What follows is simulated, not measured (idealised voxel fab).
process module | voxel double patterning
cross-section cut | 260 nm wide | cells 5 nm
A cross-section is a grid of square cells, given in bands from the top down. A band is one or more rows of cells.
Each band's line starts with the height of the band's top and of its bottom, in nm. Then come its materials from left to right, each with its width in nm. One material with "throughout" fills the band from edge to edge. "air" is empty space.
Height 0 is the level under which the wafer as received is all one material. The lowest band goes on downwards, as in "0 down".
A width such as "30 to 40" changes by the same amount from each row of cells to the next, from the band's top row to its bottom row.
"no change" after a step means that no cell of the cross-section changed.
closed voids: empty space of 8 cells or more with no open way to the top, each as width x height at its distance from the left edge, in nm
after a step's settings: what the simulator itself notes on the step
overlay nm, on a step with a mask: how far to the right of its planned place the mask lay; to the left if negative
plan
1 op RECEIVE | material Si
2 op CONFORMAL_DEP | material SiO2 | thk nm 10
3 op DIRECTIONAL_DEP | material TiN | thk nm 15
4 op DIRECTIONAL_DEP | material SiCN | thk nm 5
5 op MASKED_ETCH | tone open | mask id FIRST | width nm 15 | pitch nm 50 | etch materials SiCN | depth nm 5 | overlay nm 0
6 op DIRECTIONAL_DEP | material aC | thk nm 15
7 op PATTERN | tone open | mask id SECOND | material resist | width nm 15 | pitch nm 50 | thk nm 35 | overlay nm 0
8 op DIRECTIONAL_ETCH | etch materials aC | depth nm 15
9 op STRIP | etch materials resist
10 op DIRECTIONAL_ETCH | etch materials SiCN | depth nm 5
11 op STRIP | etch materials aC
12 op DIRECTIONAL_ETCH | etch materials TiN | depth nm 15
13 op STRIP | etch materials SiCN
first wafer, as planned
as received, after step 1
  0 down: Si throughout
  closed voids: none
after step 2
  10 to 0: SiO2 throughout
  below 0: unchanged
after step 3
  25 to 10: TiN throughout
  below 10: unchanged
after step 4
  30 to 25: SiCN throughout
  below 25: unchanged
after step 5
  30 to 25: SiCN 70 | air 15 | SiCN 35 | air 15 | SiCN 35 | air 15 | SiCN 75
  below 25: unchanged
after step 6
  45 to 40: aC 70 | air 15 | aC 35 | air 15 | aC 35 | air 15 | aC 75
  40 to 30: aC throughout
  30 to 25: SiCN 70 | aC 15 | SiCN 35 | aC 15 | SiCN 35 | aC 15 | SiCN 75
  below 25: unchanged
after step 7
  80 to 45: resist 95 | air 15 | resist 35 | air 15 | resist 100
  45 to 40: aC 70 | resist 15 | aC 35 | resist 15 | aC 35 | resist 15 | aC 75
  below 40: unchanged
after step 8
  65 to 45: resist 95 | air 15 | resist 35 | air 15 | resist 100
  45 to 40: aC 70 | resist 15 | aC 10 | air 15 | aC 10 | resist 15 | aC 10 | air 15 | aC 10 | resist 15 | aC 75
  40 to 30: aC 95 | air 15 | aC 35 | air 15 | aC 100
  below 30: unchanged
after step 9
  45 to 40: aC 70 | air 15 | aC 10 | air 15 | aC 10 | air 15 | aC 10 | air 15 | aC 10 | air 15 | aC 75
  below 40: unchanged
after step 10
  45 to 40: aC 70 | air 15 | aC 10 | air 15 | aC 10 | air 15 | aC 10 | air 15 | aC 10 | air 15 | aC 75
  40 to 30: aC 95 | air 15 | aC 35 | air 15 | aC 100
  30 to 25: SiCN 70 | aC 15 | SiCN 10 | air 15 | SiCN 10 | aC 15 | SiCN 10 | air 15 | SiCN 10 | aC 15 | SiCN 75
  below 25: unchanged
after step 11
  30 to 25: SiCN 70 | air 15 | SiCN 10 | air 15 | SiCN 10 | air 15 | SiCN 10 | air 15 | SiCN 10 | air 15 | SiCN 75
  below 25: unchanged
after step 12
  30 to 25: SiCN 70 | air 15 | SiCN 10 | air 15 | SiCN 10 | air 15 | SiCN 10 | air 15 | SiCN 10 | air 15 | SiCN 75
  25 to 10: TiN 70 | air 15 | TiN 10 | air 15 | TiN 10 | air 15 | TiN 10 | air 15 | TiN 10 | air 15 | TiN 75
  below 10: unchanged
after step 13
  25 to 10: TiN 70 | air 15 | TiN 10 | air 15 | TiN 10 | air 15 | TiN 10 | air 15 | TiN 10 | air 15 | TiN 75
  below 10: unchanged
second wafer: like start, like plan, one mistake. Through step 2 it matches the first wafer
when step 3 should have ended
  40 to 10: TiN throughout
  below 10: unchanged
when step 4 should have ended
  45 to 40: SiCN throughout
  below 40: unchanged
when step 5 should have ended
  45 to 40: SiCN 70 | air 15 | SiCN 35 | air 15 | SiCN 35 | air 15 | SiCN 75
  below 40: unchanged
when step 6 should have ended
  60 to 55: aC 70 | air 15 | aC 35 | air 15 | aC 35 | air 15 | aC 75
  55 to 45: aC throughout
  45 to 40: SiCN 70 | aC 15 | SiCN 35 | aC 15 | SiCN 35 | aC 15 | SiCN 75
  below 40: unchanged
when step 7 should have ended
  95 to 60: resist 95 | air 15 | resist 35 | air 15 | resist 100
  60 to 55: aC 70 | resist 15 | aC 35 | resist 15 | aC 35 | resist 15 | aC 75
  below 55: unchanged
when step 8 should have ended
  80 to 60: resist 95 | air 15 | resist 35 | air 15 | resist 100
  60 to 55: aC 70 | resist 15 | aC 10 | air 15 | aC 10 | resist 15 | aC 10 | air 15 | aC 10 | resist 15 | aC 75
  55 to 45: aC 95 | air 15 | aC 35 | air 15 | aC 100
  below 45: unchanged
when step 9 should have ended
  60 to 55: aC 70 | air 15 | aC 10 | air 15 | aC 10 | air 15 | aC 10 | air 15 | aC 10 | air 15 | aC 75
  below 55: unchanged
when step 10 should have ended
  60 to 55: aC 70 | air 15 | aC 10 | air 15 | aC 10 | air 15 | aC 10 | air 15 | aC 10 | air 15 | aC 75
  55 to 45: aC 95 | air 15 | aC 35 | air 15 | aC 100
  45 to 40: SiCN 70 | aC 15 | SiCN 10 | air 15 | SiCN 10 | aC 15 | SiCN 10 | air 15 | SiCN 10 | aC 15 | SiCN 75
  below 40: unchanged
when step 11 should have ended
  45 to 40: SiCN 70 | air 15 | SiCN 10 | air 15 | SiCN 10 | air 15 | SiCN 10 | air 15 | SiCN 10 | air 15 | SiCN 75
  below 40: unchanged
when step 12 should have ended
  45 to 40: SiCN 70 | air 15 | SiCN 10 | air 15 | SiCN 10 | air 15 | SiCN 10 | air 15 | SiCN 10 | air 15 | SiCN 75
  40 to 25: TiN 70 | air 15 | TiN 10 | air 15 | TiN 10 | air 15 | TiN 10 | air 15 | TiN 10 | air 15 | TiN 75
  below 25: unchanged
when step 13 should have ended
  40 to 25: TiN 70 | air 15 | TiN 10 | air 15 | TiN 10 | air 15 | TiN 10 | air 15 | TiN 10 | air 15 | TiN 75
  below 25: unchanged
what went wrong: step 3 was run twice
at the end the second wafer has, in cells: 156 more of TiN
